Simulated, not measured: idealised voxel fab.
The following process module bears the name voxel wiring stack.
Square cell edge 5 nm, section width 215 nm, ID cut.
A cross-section is written here as square cells arranged in a grid, and it is given in bands from the top down, each band taking up one or more rows of cells. For a band, the entry starts with two heights in nm, that of the top and then that of the bottom, and carries on with the band's materials in order from left to right, each alongside its width in nm; the word "throughout" beside a single material means it fills the band edge to edge, and "blank" means empty space. Counting heights begins at 0, where everything beneath is, in the wafer as received, one material. The lowest band has no bottom; it goes on downwards, as "0..down" shows. Quick explanation for "30 to 40": the width changes in equal steps down the rows of cells, from the first number in the band's top row to the second number in its bottom row. Reading "nothing got changed" for a step: not a cell of the cross-section changed in it. The entry titled "Sealed void inventory" provides the empty spaces that have no open way to the top, restricted to those of 8 cells or more. Each is presented as width x height at distance, the distance being measured from the left edge, with all three in nm. If you see something after the settings on a step's line, that's the simulator's own remark about that step. Steps that use a mask can have "overlay nm" on their line. It says how far the mask sat to the right of where it was meant to be. Negative means to the left.

Listed below are the process steps as planned
step 1: RECEIVE: material Si
step 2: CONFORMAL_DEP: material SiO2, thk nm 10
step 3: CONFORMAL_DEP: material SiN, thk nm 5
step 4: DIRECTIONAL_DEP: material SiO2, thk nm 25
step 5: DIRECTIONAL_DEP: material aC, thk nm 15
step 6: PATTERN: tone open, mask id METAL_1, material resist, width nm 30, pitch nm 50, thk nm 30, overlay nm 0
step 7: DIRECTIONAL_ETCH: etch materials aC, depth nm 15
step 8: STRIP: etch materials resist
step 9: DIRECTIONAL_ETCH: etch materials SiO2, depth nm 25
step 10: DIRECTIONAL_ETCH: etch materials SiN, depth nm 5
step 11: STRIP: etch materials aC
step 12: CONFORMAL_DEP: material TiN, thk nm 5
step 13: FILL_DEP: material Cu, thk nm 5
step 14: CMP: height nm 40
step 15: CONFORMAL_DEP: material SiCN, thk nm 5
step 16: DIRECTIONAL_DEP: material SiO2, thk nm 35
step 17: DIRECTIONAL_DEP: material aC, thk nm 15
step 18: PATTERN: tone open, mask id METAL_2, material resist, width nm 30, pitch nm 50, thk nm 35, overlay nm 0
step 19: DIRECTIONAL_ETCH: etch materials aC, depth nm 15
step 20: STRIP: etch materials resist
step 21: DIRECTIONAL_ETCH: etch materials SiO2, depth nm 20
step 22: STRIP: etch materials aC
step 23: MASKED_ETCH: tone open, mask id METAL_2_HOLES, width nm 15, pitch nm 100, etch materials SiO2, depth nm 15, overlay nm 0
step 24: MASKED_ETCH: tone open, mask id METAL_2_HOLES, width nm 15, pitch nm 100, etch materials SiCN, depth nm 5, overlay nm 0
step 25: CONFORMAL_DEP: material TiN, thk nm 5
step 26: FILL_DEP: material Cu, thk nm 5
step 27: CMP: height nm 80
step 28: CONFORMAL_DEP: material SiCN, thk nm 5
step 29: DIRECTIONAL_DEP: material SiO2, thk nm 15
step 30: MASKED_ETCH: tone open, mask id PLUG_2, width nm 15, pitch nm 50, etch materials SiO2, depth nm 15, overlay nm 0
step 31: MASKED_ETCH: tone open, mask id PLUG_2, width nm 15, pitch nm 50, etch materials SiCN, depth nm 5, overlay nm 0
step 32: CONFORMAL_DEP: material TiN, thk nm 5
step 33: FILL_DEP: material Ru, thk nm 10
step 34: CMP: height nm 100
step 35: CONFORMAL_DEP: material SiCN, thk nm 5
step 36: DIRECTIONAL_DEP: material SiO2, thk nm 20
step 37: DIRECTIONAL_DEP: material aC, thk nm 15
step 38: PATTERN: tone open, mask id METAL_3, material resist, width nm 30, pitch nm 50, thk nm 35, overlay nm 0
step 39: DIRECTIONAL_ETCH: etch materials aC, depth nm 15
step 40: STRIP: etch materials resist
step 41: DIRECTIONAL_ETCH: etch materials SiO2, depth nm 20
step 42: DIRECTIONAL_ETCH: etch materials SiCN, depth nm 5
step 43: STRIP: etch materials aC
step 44: CONFORMAL_DEP: material TiN, thk nm 5
step 45: FILL_DEP: material Cu, thk nm 5
step 46: CMP: height nm 125
step 47: CONFORMAL_DEP: material SiCN, thk nm 5
step 48: DIRECTIONAL_DEP: material lowk, thk nm 10
step 49: PATTERN: tone open, mask id PLUG_3, material resist, width nm 15, pitch nm 50, thk nm 15, overlay nm 0
step 50: DIRECTIONAL_ETCH: etch materials lowk, depth nm 10
step 51: DIRECTIONAL_ETCH: etch materials SiCN, depth nm 5
step 52: STRIP: etch materials resist
step 53: CONFORMAL_DEP: material TiN, thk nm 5
step 54: FILL_DEP: material Ru, thk nm 10
step 55: CMP: height nm 140
step 56: DIRECTIONAL_DEP: material TiN, thk nm 5
step 57: DIRECTIONAL_DEP: material W, thk nm 20
step 58: DIRECTIONAL_DEP: material aC, thk nm 10
step 59: PATTERN: tone cover, mask id METAL_4, material resist, width nm 30, pitch nm 50, thk nm 25, overlay nm 0
step 60: DIRECTIONAL_ETCH: etch materials aC, depth nm 10
step 61: STRIP: etch materials resist
step 62: DIRECTIONAL_ETCH: etch materials W, depth nm 20
step 63: DIRECTIONAL_ETCH: etch materials TiN, depth nm 5
step 64: STRIP: etch materials aC
step 65: CONFORMAL_DEP: material SiCN, thk nm 5
step 66: FILL_DEP: material SiO2, thk nm 10
step 67: CMP: height nm 165
step 68: CONFORMAL_DEP: material SiN, thk nm 5

Wafer, first of two, run as planned

Cross-section of the incoming wafer, state after step 1
* 0..down | Si throughout
* Sealed void inventory: none

The wafer, seen in cross-section, after step 2
* 10..0 | SiO2 throughout
* Heights below 0 show no change.

The wafer, seen in cross-section, after step 3
* 15..10 | SiN throughout
* Heights below 10 show no change.

The wafer, seen in cross-section, after step 4
* 40..15 | SiO2 throughout
* Heights below 15 show no change.

The wafer, seen in cross-section, after step 5
* 55..40 | aC throughout
* Heights below 40 show no change.

The wafer, seen in cross-section, after step 6
* 85..55 | resist 15 / blank 30 / resist 20 / blank 30 / resist 20 / blank 30 / resist 20 / blank 30 / resist 20
* Heights below 55 show no change.

The wafer, seen in cross-section, after step 7
* 70..55 | resist 15 / blank 30 / resist 20 / blank 30 / resist 20 / blank 30 / resist 20 / blank 30 / resist 20
* 55..40 | aC 15 / blank 30 / aC 20 / blank 30 / aC 20 / blank 30 / aC 20 / blank 30 / aC 20
* Heights below 40 show no change.

The wafer, seen in cross-section, after step 8
* 55..40 | aC 15 / blank 30 / aC 20 / blank 30 / aC 20 / blank 30 / aC 20 / blank 30 / aC 20
* Heights below 40 show no change.

The wafer, seen in cross-section, after step 9
* 55..40 | aC 15 / blank 30 / aC 20 / blank 30 / aC 20 / blank 30 / aC 20 / blank 30 / aC 20
* 40..15 | SiO2 15 / blank 30 / SiO2 20 / blank 30 / SiO2 20 / blank 30 / SiO2 20 / blank 30 / SiO2 20
* Heights below 15 show no change.

The wafer, seen in cross-section, after step 10
* 55..40 | aC 15 / blank 30 / aC 20 / blank 30 / aC 20 / blank 30 / aC 20 / blank 30 / aC 20
* 40..15 | SiO2 15 / blank 30 / SiO2 20 / blank 30 / SiO2 20 / blank 30 / SiO2 20 / blank 30 / SiO2 20
* 15..10 | SiN 15 / blank 30 / SiN 20 / blank 30 / SiN 20 / blank 30 / SiN 20 / blank 30 / SiN 20
* Heights below 10 show no change.

The wafer, seen in cross-section, after step 11
* 40..15 | SiO2 15 / blank 30 / SiO2 20 / blank 30 / SiO2 20 / blank 30 / SiO2 20 / blank 30 / SiO2 20
* Heights below 15 show no change.

The wafer, seen in cross-section, after step 12
* 45..40 | TiN 20 / blank 20 / TiN 30 / blank 20 / TiN 30 / blank 20 / TiN 30 / blank 20 / TiN 25
* 40..15 | SiO2 15 / TiN 5 / blank 20 / TiN 5 / SiO2 20 / TiN 5 / blank 20 / TiN 5 / SiO2 20 / TiN 5 / blank 20 / TiN 5 / SiO2 20 / TiN 5 / blank 20 / TiN 5 / SiO2 20
* 15..10 | SiN 15 / TiN 30 / SiN 20 / TiN 30 / SiN 20 / TiN 30 / SiN 20 / TiN 30 / SiN 20
* Heights below 10 show no change.

The wafer, seen in cross-section, after step 13
* 50..45 | Cu throughout
* 45..40 | TiN 20 / Cu 20 / TiN 30 / Cu 20 / TiN 30 / Cu 20 / TiN 30 / Cu 20 / TiN 25
* 40..15 | SiO2 15 / TiN 5 / Cu 20 / TiN 5 / SiO2 20 / TiN 5 / Cu 20 / TiN 5 / SiO2 20 / TiN 5 / Cu 20 / TiN 5 / SiO2 20 / TiN 5 / Cu 20 / TiN 5 / SiO2 20
* Heights below 15 show no change.

The wafer, seen in cross-section, after step 14
* 40..15 | SiO2 15 / TiN 5 / Cu 20 / TiN 5 / SiO2 20 / TiN 5 / Cu 20 / TiN 5 / SiO2 20 / TiN 5 / Cu 20 / TiN 5 / SiO2 20 / TiN 5 / Cu 20 / TiN 5 / SiO2 20
* Heights below 15 show no change.

The wafer, seen in cross-section, after step 15
* 45..40 | SiCN throughout
* Heights below 40 show no change.

The wafer, seen in cross-section, after step 16
* 80..45 | SiO2 throughout
* Heights below 45 show no change.

The wafer, seen in cross-section, after step 17
* 95..80 | aC throughout
* Heights below 80 show no change.

The wafer, seen in cross-section, after step 18
* 130..95 | resist 15 / blank 30 / resist 20 / blank 30 / resist 20 / blank 30 / resist 20 / blank 30 / resist 20
* Heights below 95 show no change.

The wafer, seen in cross-section, after step 19
* 115..95 | resist 15 / blank 30 / resist 20 / blank 30 / resist 20 / blank 30 / resist 20 / blank 30 / resist 20
* 95..80 | aC 15 / blank 30 / aC 20 / blank 30 / aC 20 / blank 30 / aC 20 / blank 30 / aC 20
* Heights below 80 show no change.

The wafer, seen in cross-section, after step 20
* 95..80 | aC 15 / blank 30 / aC 20 / blank 30 / aC 20 / blank 30 / aC 20 / blank 30 / aC 20
* Heights below 80 show no change.

The wafer, seen in cross-section, after step 21
* 95..80 | aC 15 / blank 30 / aC 20 / blank 30 / aC 20 / blank 30 / aC 20 / blank 30 / aC 20
* 80..60 | SiO2 15 / blank 30 / SiO2 20 / blank 30 / SiO2 20 / blank 30 / SiO2 20 / blank 30 / SiO2 20
* Heights below 60 show no change.

The wafer, seen in cross-section, after step 22
* 80..60 | SiO2 15 / blank 30 / SiO2 20 / blank 30 / SiO2 20 / blank 30 / SiO2 20 / blank 30 / SiO2 20
* Heights below 60 show no change.

The wafer, seen in cross-section, after step 23
* 80..60 | SiO2 15 / blank 30 / SiO2 20 / blank 30 / SiO2 20 / blank 30 / SiO2 20 / blank 30 / SiO2 20
* 60..45 | SiO2 15 / blank 15 / SiO2 85 / blank 15 / SiO2 85
* Heights below 45 show no change.

The wafer, seen in cross-section, after step 24
* 80..60 | SiO2 15 / blank 30 / SiO2 20 / blank 30 / SiO2 20 / blank 30 / SiO2 20 / blank 30 / SiO2 20
* 60..45 | SiO2 15 / blank 15 / SiO2 85 / blank 15 / SiO2 85
* 45..40 | SiCN 15 / blank 15 / SiCN 85 / blank 15 / SiCN 85
* Heights below 40 show no change.

The wafer, seen in cross-section, after step 25
* 85..80 | TiN 20 / blank 20 / TiN 30 / blank 20 / TiN 30 / blank 20 / TiN 30 / blank 20 / TiN 25
* 80..65 | SiO2 15 / TiN 5 / blank 20 / TiN 5 / SiO2 20 / TiN 5 / blank 20 / TiN 5 / SiO2 20 / TiN 5 / blank 20 / TiN 5 / SiO2 20 / TiN 5 / blank 20 / TiN 5 / SiO2 20
* 65..60 | SiO2 15 / TiN 5 / blank 5 / TiN 20 / SiO2 20 / TiN 30 / SiO2 20 / TiN 5 / blank 5 / TiN 20 / SiO2 20 / TiN 30 / SiO2 20
* 60..45 | SiO2 15 / TiN 5 / blank 5 / TiN 5 / SiO2 85 / TiN 5 / blank 5 / TiN 5 / SiO2 85
* 45..40 | SiCN 15 / TiN 15 / SiCN 85 / TiN 15 / SiCN 85
* Heights below 40 show no change.

The wafer, seen in cross-section, after step 26
* 90..85 | Cu throughout
* 85..80 | TiN 20 / Cu 20 / TiN 30 / Cu 20 / TiN 30 / Cu 20 / TiN 30 / Cu 20 / TiN 25
* 80..65 | SiO2 15 / TiN 5 / Cu 20 / TiN 5 / SiO2 20 / TiN 5 / Cu 20 / TiN 5 / SiO2 20 / TiN 5 / Cu 20 / TiN 5 / SiO2 20 / TiN 5 / Cu 20 / TiN 5 / SiO2 20
* 65..60 | SiO2 15 / TiN 5 / Cu 5 / TiN 20 / SiO2 20 / TiN 30 / SiO2 20 / TiN 5 / Cu 5 / TiN 20 / SiO2 20 / TiN 30 / SiO2 20
* 60..45 | SiO2 15 / TiN 5 / Cu 5 / TiN 5 / SiO2 85 / TiN 5 / Cu 5 / TiN 5 / SiO2 85
* Heights below 45 show no change.

The wafer, seen in cross-section, after step 27
* 80..65 | SiO2 15 / TiN 5 / Cu 20 / TiN 5 / SiO2 20 / TiN 5 / Cu 20 / TiN 5 / SiO2 20 / TiN 5 / Cu 20 / TiN 5 / SiO2 20 / TiN 5 / Cu 20 / TiN 5 / SiO2 20
* Heights below 65 show no change.

The wafer, seen in cross-section, after step 28
* 85..80 | SiCN throughout
* Heights below 80 show no change.

The wafer, seen in cross-section, after step 29
* 100..85 | SiO2 throughout
* Heights below 85 show no change.

The wafer, seen in cross-section, after step 30
* 100..85 | SiO2 15 / blank 15 / SiO2 35 / blank 15 / SiO2 35 / blank 15 / SiO2 35 / blank 15 / SiO2 35
* Heights below 85 show no change.

The wafer, seen in cross-section, after step 31
* 100..85 | SiO2 15 / blank 15 / SiO2 35 / blank 15 / SiO2 35 / blank 15 / SiO2 35 / blank 15 / SiO2 35
* 85..80 | SiCN 15 / blank 15 / SiCN 35 / blank 15 / SiCN 35 / blank 15 / SiCN 35 / blank 15 / SiCN 35
* Heights below 80 show no change.

The wafer, seen in cross-section, after step 32
* 105..100 | TiN 20 / blank 5 / TiN 45 / blank 5 / TiN 45 / blank 5 / TiN 45 / blank 5 / TiN 40
* 100..85 | SiO2 15 / TiN 5 / blank 5 / TiN 5 / SiO2 35 / TiN 5 / blank 5 / TiN 5 / SiO2 35 / TiN 5 / blank 5 / TiN 5 / SiO2 35 / TiN 5 / blank 5 / TiN 5 / SiO2 35
* 85..80 | SiCN 15 / TiN 15 / SiCN 35 / TiN 15 / SiCN 35 / TiN 15 / SiCN 35 / TiN 15 / SiCN 35
* Heights below 80 show no change.

The wafer, seen in cross-section, after step 33
* 115..105 | Ru throughout
* 105..100 | TiN 20 / Ru 5 / TiN 45 / Ru 5 / TiN 45 / Ru 5 / TiN 45 / Ru 5 / TiN 40
* 100..85 | SiO2 15 / TiN 5 / Ru 5 / TiN 5 / SiO2 35 / TiN 5 / Ru 5 / TiN 5 / SiO2 35 / TiN 5 / Ru 5 / TiN 5 / SiO2 35 / TiN 5 / Ru 5 / TiN 5 / SiO2 35
* Heights below 85 show no change.

The wafer, seen in cross-section, after step 34
* 100..85 | SiO2 15 / TiN 5 / Ru 5 / TiN 5 / SiO2 35 / TiN 5 / Ru 5 / TiN 5 / SiO2 35 / TiN 5 / Ru 5 / TiN 5 / SiO2 35 / TiN 5 / Ru 5 / TiN 5 / SiO2 35
* Heights below 85 show no change.

The wafer, seen in cross-section, after step 35
* 105..100 | SiCN throughout
* Heights below 100 show no change.

The wafer, seen in cross-section, after step 36
* 125..105 | SiO2 throughout
* Heights below 105 show no change.

The wafer, seen in cross-section, after step 37
* 140..125 | aC throughout
* Heights below 125 show no change.

The wafer, seen in cross-section, after step 38
* 175..140 | resist 15 / blank 30 / resist 20 / blank 30 / resist 20 / blank 30 / resist 20 / blank 30 / resist 20
* Heights below 140 show no change.

The wafer, seen in cross-section, after step 39
* 160..140 | resist 15 / blank 30 / resist 20 / blank 30 / resist 20 / blank 30 / resist 20 / blank 30 / resist 20
* 140..125 | aC 15 / blank 30 / aC 20 / blank 30 / aC 20 / blank 30 / aC 20 / blank 30 / aC 20
* Heights below 125 show no change.

The wafer, seen in cross-section, after step 40
* 140..125 | aC 15 / blank 30 / aC 20 / blank 30 / aC 20 / blank 30 / aC 20 / blank 30 / aC 20
* Heights below 125 show no change.

The wafer, seen in cross-section, after step 41
* 140..125 | aC 15 / blank 30 / aC 20 / blank 30 / aC 20 / blank 30 / aC 20 / blank 30 / aC 20
* 125..105 | SiO2 15 / blank 30 / SiO2 20 / blank 30 / SiO2 20 / blank 30 / SiO2 20 / blank 30 / SiO2 20
* Heights below 105 show no change.

The wafer, seen in cross-section, after step 42
* 140..125 | aC 15 / blank 30 / aC 20 / blank 30 / aC 20 / blank 30 / aC 20 / blank 30 / aC 20
* 125..105 | SiO2 15 / blank 30 / SiO2 20 / blank 30 / SiO2 20 / blank 30 / SiO2 20 / blank 30 / SiO2 20
* 105..100 | SiCN 15 / blank 30 / SiCN 20 / blank 30 / SiCN 20 / blank 30 / SiCN 20 / blank 30 / SiCN 20
* Heights below 100 show no change.

The wafer, seen in cross-section, after step 43
* 125..105 | SiO2 15 / blank 30 / SiO2 20 / blank 30 / SiO2 20 / blank 30 / SiO2 20 / blank 30 / SiO2 20
* Heights below 105 show no change.

The wafer, seen in cross-section, after step 44
* 130..125 | TiN 20 / blank 20 / TiN 30 / blank 20 / TiN 30 / blank 20 / TiN 30 / blank 20 / TiN 25
* 125..105 | SiO2 15 / TiN 5 / blank 20 / TiN 5 / SiO2 20 / TiN 5 / blank 20 / TiN 5 / SiO2 20 / TiN 5 / blank 20 / TiN 5 / SiO2 20 / TiN 5 / blank 20 / TiN 5 / SiO2 20
* 105..100 | SiCN 15 / TiN 30 / SiCN 20 / TiN 30 / SiCN 20 / TiN 30 / SiCN 20 / TiN 30 / SiCN 20
* Heights below 100 show no change.

The wafer, seen in cross-section, after step 45
* 135..130 | Cu throughout
* 130..125 | TiN 20 / Cu 20 / TiN 30 / Cu 20 / TiN 30 / Cu 20 / TiN 30 / Cu 20 / TiN 25
* 125..105 | SiO2 15 / TiN 5 / Cu 20 / TiN 5 / SiO2 20 / TiN 5 / Cu 20 / TiN 5 / SiO2 20 / TiN 5 / Cu 20 / TiN 5 / SiO2 20 / TiN 5 / Cu 20 / TiN 5 / SiO2 20
* Heights below 105 show no change.

The wafer, seen in cross-section, after step 46
* 125..105 | SiO2 15 / TiN 5 / Cu 20 / TiN 5 / SiO2 20 / TiN 5 / Cu 20 / TiN 5 / SiO2 20 / TiN 5 / Cu 20 / TiN 5 / SiO2 20 / TiN 5 / Cu 20 / TiN 5 / SiO2 20
* Heights below 105 show no change.

The wafer, seen in cross-section, after step 47
* 130..125 | SiCN throughout
* Heights below 125 show no change.

The wafer, seen in cross-section, after step 48
* 140..130 | lowk throughout
* Heights below 130 show no change.

The wafer, seen in cross-section, after step 49
* 155..140 | resist 15 / blank 15 / resist 35 / blank 15 / resist 35 / blank 15 / resist 35 / blank 15 / resist 35
* Heights below 140 show no change.

The wafer, seen in cross-section, after step 50
* 155..140 | resist 15 / blank 15 / resist 35 / blank 15 / resist 35 / blank 15 / resist 35 / blank 15 / resist 35
* 140..130 | lowk 15 / blank 15 / lowk 35 / blank 15 / lowk 35 / blank 15 / lowk 35 / blank 15 / lowk 35
* Heights below 130 show no change.

The wafer, seen in cross-section, after step 51
* 155..140 | resist 15 / blank 15 / resist 35 / blank 15 / resist 35 / blank 15 / resist 35 / blank 15 / resist 35
* 140..130 | lowk 15 / blank 15 / lowk 35 / blank 15 / lowk 35 / blank 15 / lowk 35 / blank 15 / lowk 35
* 130..125 | SiCN 15 / blank 15 / SiCN 35 / blank 15 / SiCN 35 / blank 15 / SiCN 35 / blank 15 / SiCN 35
* Heights below 125 show no change.

The wafer, seen in cross-section, after step 52
* 140..130 | lowk 15 / blank 15 / lowk 35 / blank 15 / lowk 35 / blank 15 / lowk 35 / blank 15 / lowk 35
* Heights below 130 show no change.

The wafer, seen in cross-section, after step 53
* 145..140 | TiN 20 / blank 5 / TiN 45 / blank 5 / TiN 45 / blank 5 / TiN 45 / blank 5 / TiN 40
* 140..130 | lowk 15 / TiN 5 / blank 5 / TiN 5 / lowk 35 / TiN 5 / blank 5 / TiN 5 / lowk 35 / TiN 5 / blank 5 / TiN 5 / lowk 35 / TiN 5 / blank 5 / TiN 5 / lowk 35
* 130..125 | SiCN 15 / TiN 15 / SiCN 35 / TiN 15 / SiCN 35 / TiN 15 / SiCN 35 / TiN 15 / SiCN 35
* Heights below 125 show no change.

The wafer, seen in cross-section, after step 54
* 155..145 | Ru throughout
* 145..140 | TiN 20 / Ru 5 / TiN 45 / Ru 5 / TiN 45 / Ru 5 / TiN 45 / Ru 5 / TiN 40
* 140..130 | lowk 15 / TiN 5 / Ru 5 / TiN 5 / lowk 35 / TiN 5 / Ru 5 / TiN 5 / lowk 35 / TiN 5 / Ru 5 / TiN 5 / lowk 35 / TiN 5 / Ru 5 / TiN 5 / lowk 35
* Heights below 130 show no change.

The wafer, seen in cross-section, after step 55
* 140..130 | lowk 15 / TiN 5 / Ru 5 / TiN 5 / lowk 35 / TiN 5 / Ru 5 / TiN 5 / lowk 35 / TiN 5 / Ru 5 / TiN 5 / lowk 35 / TiN 5 / Ru 5 / TiN 5 / lowk 35
* Heights below 130 show no change.

The wafer, seen in cross-section, after step 56
* 145..140 | TiN throughout
* Heights below 140 show no change.

The wafer, seen in cross-section, after step 57
* 165..145 | W throughout
* Heights below 145 show no change.

The wafer, seen in cross-section, after step 58
* 175..165 | aC throughout
* Heights below 165 show no change.

The wafer, seen in cross-section, after step 59
* 200..175 | blank 15 / resist 30 / blank 20 / resist 30 / blank 20 / resist 30 / blank 20 / resist 30 / blank 20
* Heights below 175 show no change.

The wafer, seen in cross-section, after step 60
* 190..175 | blank 15 / resist 30 / blank 20 / resist 30 / blank 20 / resist 30 / blank 20 / resist 30 / blank 20
* 175..165 | blank 15 / aC 30 / blank 20 / aC 30 / blank 20 / aC 30 / blank 20 / aC 30 / blank 20
* Heights below 165 show no change.

The wafer, seen in cross-section, after step 61
* 175..165 | blank 15 / aC 30 / blank 20 / aC 30 / blank 20 / aC 30 / blank 20 / aC 30 / blank 20
* Heights below 165 show no change.

The wafer, seen in cross-section, after step 62
* 175..165 | blank 15 / aC 30 / blank 20 / aC 30 / blank 20 / aC 30 / blank 20 / aC 30 / blank 20
* 165..145 | blank 15 / W 30 / blank 20 / W 30 / blank 20 / W 30 / blank 20 / W 30 / blank 20
* Heights below 145 show no change.

The wafer, seen in cross-section, after step 63
* 175..165 | blank 15 / aC 30 / blank 20 / aC 30 / blank 20 / aC 30 / blank 20 / aC 30 / blank 20
* 165..145 | blank 15 / W 30 / blank 20 / W 30 / blank 20 / W 30 / blank 20 / W 30 / blank 20
* 145..140 | blank 15 / TiN 30 / blank 20 / TiN 30 / blank 20 / TiN 30 / blank 20 / TiN 30 / blank 20
* Heights below 140 show no change.

The wafer, seen in cross-section, after step 64
* 165..145 | blank 15 / W 30 / blank 20 / W 30 / blank 20 / W 30 / blank 20 / W 30 / blank 20
* Heights below 145 show no change.

The wafer, seen in cross-section, after step 65
* 170..165 | blank 10 / SiCN 40 / blank 10 / SiCN 40 / blank 10 / SiCN 40 / blank 10 / SiCN 40 / blank 15
* 165..145 | blank 10 / SiCN 5 / W 30 / SiCN 5 / blank 10 / SiCN 5 / W 30 / SiCN 5 / blank 10 / SiCN 5 / W 30 / SiCN 5 / blank 10 / SiCN 5 / W 30 / SiCN 5 / blank 15
* 145..140 | SiCN 15 / TiN 30 / SiCN 20 / TiN 30 / SiCN 20 / TiN 30 / SiCN 20 / TiN 30 / SiCN 20
* Heights below 140 show no change.

The wafer, seen in cross-section, after step 66
* 180..170 | SiO2 throughout
* 170..165 | SiO2 10 / SiCN 40 / SiO2 10 / SiCN 40 / SiO2 10 / SiCN 40 / SiO2 10 / SiCN 40 / SiO2 15
* 165..145 | SiO2 10 / SiCN 5 / W 30 / SiCN 5 / SiO2 10 / SiCN 5 / W 30 / SiCN 5 / SiO2 10 / SiCN 5 / W 30 / SiCN 5 / SiO2 10 / SiCN 5 / W 30 / SiCN 5 / SiO2 15
* Heights below 145 show no change.

The wafer, seen in cross-section, after step 67
* 165..145 | SiO2 10 / SiCN 5 / W 30 / SiCN 5 / SiO2 10 / SiCN 5 / W 30 / SiCN 5 / SiO2 10 / SiCN 5 / W 30 / SiCN 5 / SiO2 10 / SiCN 5 / W 30 / SiCN 5 / SiO2 15
* Heights below 145 show no change.

The wafer, seen in cross-section, after step 68
* 170..165 | SiN throughout
* Heights below 165 show no change.

Wafer two. Identical start, identical plan. One mistake in execution. Identical history through step 58

Cross-section of the second wafer at the time step 59 of the plan should have ended
* 200..175 | resist 15 / blank 30 / resist 20 / blank 30 / resist 20 / blank 30 / resist 20 / blank 30 / resist 20
* Heights below 175 show no change.

Cross-section of the second wafer at the time step 60 of the plan should have ended
* 190..175 | resist 15 / blank 30 / resist 20 / blank 30 / resist 20 / blank 30 / resist 20 / blank 30 / resist 20
* 175..165 | aC 15 / blank 30 / aC 20 / blank 30 / aC 20 / blank 30 / aC 20 / blank 30 / aC 20
* Heights below 165 show no change.

Cross-section of the second wafer at the time step 61 of the plan should have ended
* 175..165 | aC 15 / blank 30 / aC 20 / blank 30 / aC 20 / blank 30 / aC 20 / blank 30 / aC 20
* Heights below 165 show no change.

Cross-section of the second wafer at the time step 62 of the plan should have ended
* 175..165 | aC 15 / blank 30 / aC 20 / blank 30 / aC 20 / blank 30 / aC 20 / blank 30 / aC 20
* 165..145 | W 15 / blank 30 / W 20 / blank 30 / W 20 / blank 30 / W 20 / blank 30 / W 20
* Heights below 145 show no change.

Cross-section of the second wafer at the time step 63 of the plan should have ended
* 175..165 | aC 15 / blank 30 / aC 20 / blank 30 / aC 20 / blank 30 / aC 20 / blank 30 / aC 20
* 165..145 | W 15 / blank 30 / W 20 / blank 30 / W 20 / blank 30 / W 20 / blank 30 / W 20
* 145..140 | TiN 15 / blank 30 / TiN 20 / blank 30 / TiN 20 / blank 30 / TiN 20 / blank 30 / TiN 20
* Heights below 140 show no change.

Cross-section of the second wafer at the time step 64 of the plan should have ended
* 165..145 | W 15 / blank 30 / W 20 / blank 30 / W 20 / blank 30 / W 20 / blank 30 / W 20
* Heights below 145 show no change.

Cross-section of the second wafer at the time step 65 of the plan should have ended
* 170..165 | SiCN 20 / blank 20 / SiCN 30 / blank 20 / SiCN 30 / blank 20 / SiCN 30 / blank 20 / SiCN 25
* 165..145 | W 15 / SiCN 5 / blank 20 / SiCN 5 / W 20 / SiCN 5 / blank 20 / SiCN 5 / W 20 / SiCN 5 / blank 20 / SiCN 5 / W 20 / SiCN 5 / blank 20 / SiCN 5 / W 20
* 145..140 | TiN 15 / SiCN 30 / TiN 20 / SiCN 30 / TiN 20 / SiCN 30 / TiN 20 / SiCN 30 / TiN 20
* Heights below 140 show no change.

Cross-section of the second wafer at the time step 66 of the plan should have ended
* 180..170 | SiO2 throughout
* 170..165 | SiCN 20 / SiO2 20 / SiCN 30 / SiO2 20 / SiCN 30 / SiO2 20 / SiCN 30 / SiO2 20 / SiCN 25
* 165..145 | W 15 / SiCN 5 / SiO2 20 / SiCN 5 / W 20 / SiCN 5 / SiO2 20 / SiCN 5 / W 20 / SiCN 5 / SiO2 20 / SiCN 5 / W 20 / SiCN 5 / SiO2 20 / SiCN 5 / W 20
* Heights below 145 show no change.

Cross-section of the second wafer at the time step 67 of the plan should have ended
* 165..145 | W 15 / SiCN 5 / SiO2 20 / SiCN 5 / W 20 / SiCN 5 / SiO2 20 / SiCN 5 / W 20 / SiCN 5 / SiO2 20 / SiCN 5 / W 20 / SiCN 5 / SiO2 20 / SiCN 5 / W 20
* Heights below 145 show no change.

Cross-section of the second wafer at the time step 68 of the plan should have ended
* 170..165 | SiN throughout
* Heights below 165 show no change.
Which mistake was made when the wafer was run? step 59 was processed under conditions differing from the plan, specifically as PATTERN: tone open, mask id METAL_4, material resist, width nm 30, pitch nm 50, thk nm 25, overlay nm 0
Final tally in cells, some materials are higher or lower on the second wafer than on the first: SiCN: 5 more | SiO2: 20 more | TiN: 5 fewer | W: 20 fewer
